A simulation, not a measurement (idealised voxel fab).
process module | voxel transistor to metal
Cross-section cut spans 155 nm and uses square cells 5 nm in size.
Cross-section layout: square cells on a grid; listed as bands, top to bottom; a band spans one or more cell rows. In this notation a band is specified by the heights of its top and bottom, in that order and in nm, after which its materials appear from left to right, each paired with its width in nm. The word "everywhere" attached to a single material means that material fills the band from edge to edge; the word "air" stands for empty space. Basically, 0 is our baseline, since under it the wafer straight out of the box is all one material. The bottom band has no lower end and keeps on going down, so it looks like "z 0 and below". You'd read "30 to 40" like this: the band's top row of cells is as wide as the first number, its bottom row is as wide as the second, and going down, every row changes width by the same amount as the row before did. "no change" after a step means that no cell of the cross-section changed. Under "Voids, fully enclosed" you'll find the enclosed gaps, the ones with no way out to the top, that are 8 cells or bigger; each reads width x height at distance, with distance counted from the left edge, everything in nm. Heads up: the bit after the settings on a step's line is the simulator's remark on that step. What "overlay nm" on a step's line means: if the step has a mask, that mask lay this far to the right of its planned place, or, when the value is negative, to the left. Pairs from here to the end. Each: cross-section before one process step, cross-section after it, the latter only as far down as the lowest band that changed. Under each: the step between, and its settings. Mind that the pairs may be taken from different runs of this module on the same starting wafer; whether a pair continues from the pair above depends on its entry headed "Structure before processing", and it does only where that entry says so.

### Structure before processing
	z 65 to 55  Ru everywhere
	z 55 to 50  Ru (30), then TiN (40), then Ru (15), then TiN (40), then Ru (30)
	z 50 to 45  Ru (30), then TiN (5), then SiO2 (30), then TiN (5), then Ru (15), then TiN (5), then SiO2 (30), then TiN (5), then Ru (30)
	z 45 to 40  Ru (30), then TiN (5), then SiO2 (30), then TiN (25), then SiO2 (30), then TiN (5), then Ru (30)
	z 40 to 25  Ru (30), then TiN (5), then SiO2 (20), then SiN (10), then TiN (5), then SiCN (15), then TiN (5), then SiN (10), then SiO2 (20), then TiN (5), then Ru (30)
	z 25 to 10  Ru (30), then TiN (5), then SiO2 (20), then SiN (10), then TiN (5), then polySi (15), then TiN (5), then SiN (10), then SiO2 (20), then TiN (5), then Ru (30)
	z 10 to 5  TiN (35), then SiO2 (20), then SiN (10), then TiN (5), then polySi (15), then TiN (5), then SiN (10), then SiO2 (20), then TiN (35)
	z 5 to 0  SiO2 (30), then SiN (10), then SiGe (15), then SiN (10), then SiO2 (5), then polySi (15), then SiO2 (5), then SiN (10), then SiGe (15), then SiN (10), then SiO2 (30)
	z 0 to -5  SiO2 (40), then SiGe (15), then SiO2 (45), then SiGe (15), then SiO2 (40)
	z -5 to -15  SiO2 (30), then Si (10), then SiGe (15), then Si (45), then SiGe (15), then Si (10), then SiO2 (30)
	z -15 to -20  SiO2 (30), then Si (95), then SiO2 (30)
	z -20 and below  Si everywhere
	Voids, fully enclosed: none

### Cut View, Post-Step
	z 50 to 45  Ru (30), then TiN (5), then SiO2 (30), then TiN (5), then Ru (15), then TiN (5), then SiO2 (30), then TiN (5), then Ru (30)
	Below a height of 45, the structure has not been altered.
	Voids, fully enclosed: none
Name the step between the before and after sections above: CMP: height nm 50

Structure before processing: carried over from the after image of the pair right above.

### Cut View, Post-Step
	z 55 to 50  TiN everywhere
	Below a height of 50, the structure has not been altered.
	Voids, fully enclosed: none
Name the step between the before and after sections above: DIRECTIONAL_DEP: material TiN, thk nm 5

Structure before processing: carried over from the after image of the pair right above.

### Cut View, Post-Step
	z 75 to 55  W everywhere
	Below a height of 55, the structure has not been altered.
	Voids, fully enclosed: none
Name the step between the before and after sections above: DIRECTIONAL_DEP: material W, thk nm 20

Structure before processing: carried over from the after image of the pair right above.

### Cut View, Post-Step
	z 75 to 55  air (35), then W (20), then air (45), then W (20), then air (35)
	Below a height of 55, the structure has not been altered.
	Voids, fully enclosed: none
Name the step between the before and after sections above: MASKED_ETCH: tone cover, mask id METAL_1, width nm 20, pitch nm 65, etch materials W, depth nm 20, overlay nm 0

Structure before processing: carried over from the after image of the pair right above.

### Cut View, Post-Step
	z 75 to 55  air (35), then W (20), then air (45), then W (20), then air (35)
	z 55 to 50  air (35), then TiN (20), then air (45), then TiN (20), then air (35)
	Below a height of 50, the structure has not been altered.
	Voids, fully enclosed: none
Name the step between the before and after sections above: MASKED_ETCH: tone cover, mask id METAL_1, width nm 20, pitch nm 65, etch materials TiN, depth nm 5, overlay nm 0

Structure before processing: carried over from the after image of the pair right above.

### Cut View, Post-Step
	z 85 to 75  SiO2 everywhere
	z 75 to 55  SiO2 (35), then W (20), then SiO2 (45), then W (20), then SiO2 (35)
	z 55 to 50  SiO2 (35), then TiN (20), then SiO2 (45), then TiN (20), then SiO2 (35)
	Below a height of 50, the structure has not been altered.
	Voids, fully enclosed: none
Name the step between the before and after sections above: FILL_DEP: material SiO2, thk nm 10

Structure before processing: carried over from the after image of the pair right above.

### Cut View, Post-Step
	z 75 to 55  SiO2 (35), then W (20), then SiO2 (45), then W (20), then SiO2 (35)
	Below a height of 55, the structure has not been altered.
	Voids, fully enclosed: none
Name the step between the before and after sections above: CMP: height nm 75

Structure before processing: carried over from the after image of the pair right above.

### Cut View, Post-Step
	z 80 to 75  SiN everywhere
	Below a height of 75, the structure has not been altered.
	Voids, fully enclosed: none
Name the step between the before and after sections above: CONFORMAL_DEP: material SiN, thk nm 5
